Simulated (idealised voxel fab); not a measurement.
The document below concerns the process module designated voxel self aligned vias.
We display cut, a cross-section 270 nm in width whose square cells are each 5 nm.
Square cells in a grid make up a cross-section in this document, and the grid is given as bands, listed from the top down, each one or more rows of cells. For a band, the entry starts with two heights in nm, that of the top and then that of the bottom, and carries on with the band's materials in order from left to right, each alongside its width in nm; the word "full width" beside a single material means it fills the band edge to edge, and "blank" means empty space. A quick word on heights: they are counted from 0, and under that level the wafer as it came to us is one material throughout. The lowest band is different from the rest in having no bottom; it simply continues downward, written as in "z 0 and below". The expression "30 to 40" gives the width at the extremes of the band, the first number at its top row of cells and the second at its bottom row, with the width changing by equal amounts from each row to the next in between. When a step is marked "same as before", none of the cells in the cross-section changed during that step. "Completely sealed voids": sealed empty spaces, 8 cells or more, no open way to top, listed width x height at distance, with distance from the left edge and width, height and distance in nm. That trailing text on a step's line, after the settings, is the simulator's own remark on the step. Steps that use a mask can have "overlay nm" on their line. It says how far the mask sat to the right of where it was meant to be. Negative means to the left.

-- Process steps - plan
step 1: RECEIVE | material Si
step 2: CONFORMAL_DEP | material SiO2 | thk nm 10
step 3: CONFORMAL_DEP | material SiCN | thk nm 5
step 4: DIRECTIONAL_DEP | material SiO2 | thk nm 30
step 5: PATTERN | tone open | mask id LINES | material resist | width nm 25 | pitch nm 65 | thk nm 20 | overlay nm 0
step 6: DIRECTIONAL_ETCH | etch materials SiO2 | depth nm 30
step 7: STRIP | etch materials resist
step 8: CONFORMAL_DEP | material TiN | thk nm 5
step 9: FILL_DEP | material W | thk nm 10
step 10: CMP | height nm 45
step 11: SELECTIVE_ETCH | etch materials W Ru TiN | depth nm 5
step 12: FILL_DEP | material SiN | thk nm 5
step 13: CMP | height nm 45
step 14: DIRECTIONAL_DEP | material SiO2 | thk nm 20
step 15: MASKED_ETCH | tone open | mask id VIAS | width nm 35 | pitch nm 65 | etch materials SiO2 | depth nm 20 | overlay nm 0
step 16: MASKED_ETCH | tone open | mask id VIAS | width nm 35 | pitch nm 65 | etch materials SiN | depth nm 5 | overlay nm 0
step 17: CONFORMAL_DEP | material TiN | thk nm 5
step 18: FILL_DEP | material Cu | thk nm 10
step 19: CMP | height nm 65
step 20: CONFORMAL_DEP | material SiCN | thk nm 5

-- Incoming wafer in cross-section (state: after step 1)
	z 0 and below  Si full width
	Completely sealed voids: none

-- This is how the wafer looks in cross-section once the module is done, given the starting state and plan above and one mistake in carrying the plan out
	z 85 to 80  SiCN full width
	z 80 to 70  Cu full width
	z 70 to 65  TiN: 55; Cu: 25; TiN: 40; Cu: 25; TiN: 40; Cu: 25; TiN: 60
	z 65 to 50  SiO2: 50; TiN: 5; Cu: 25; TiN: 5; SiO2: 30; TiN: 5; Cu: 25; TiN: 5; SiO2: 30; TiN: 5; Cu: 25; TiN: 5; SiO2: 55
	z 50 to 45  SiO2: 50; TiN: 10; Cu: 15; TiN: 10; SiO2: 30; TiN: 10; Cu: 15; TiN: 10; SiO2: 30; TiN: 10; Cu: 15; TiN: 10; SiO2: 55
	z 45 to 40  SiO2: 55; TiN: 25; SiO2: 40; TiN: 25; SiO2: 40; TiN: 25; SiO2: 60
	z 40 to 20  SiO2: 55; TiN: 5; W: 15; TiN: 5; SiO2: 40; TiN: 5; W: 15; TiN: 5; SiO2: 40; TiN: 5; W: 15; TiN: 5; SiO2: 60
	z 20 to 15  SiO2: 55; TiN: 25; SiO2: 40; TiN: 25; SiO2: 40; TiN: 25; SiO2: 60
	z 15 to 10  SiCN full width
	z 10 to 0  SiO2 full width
	z 0 and below  Si full width
	Completely sealed voids: none
Deviation noted in wafer processing: step 19 of the plan was excluded from execution and never run
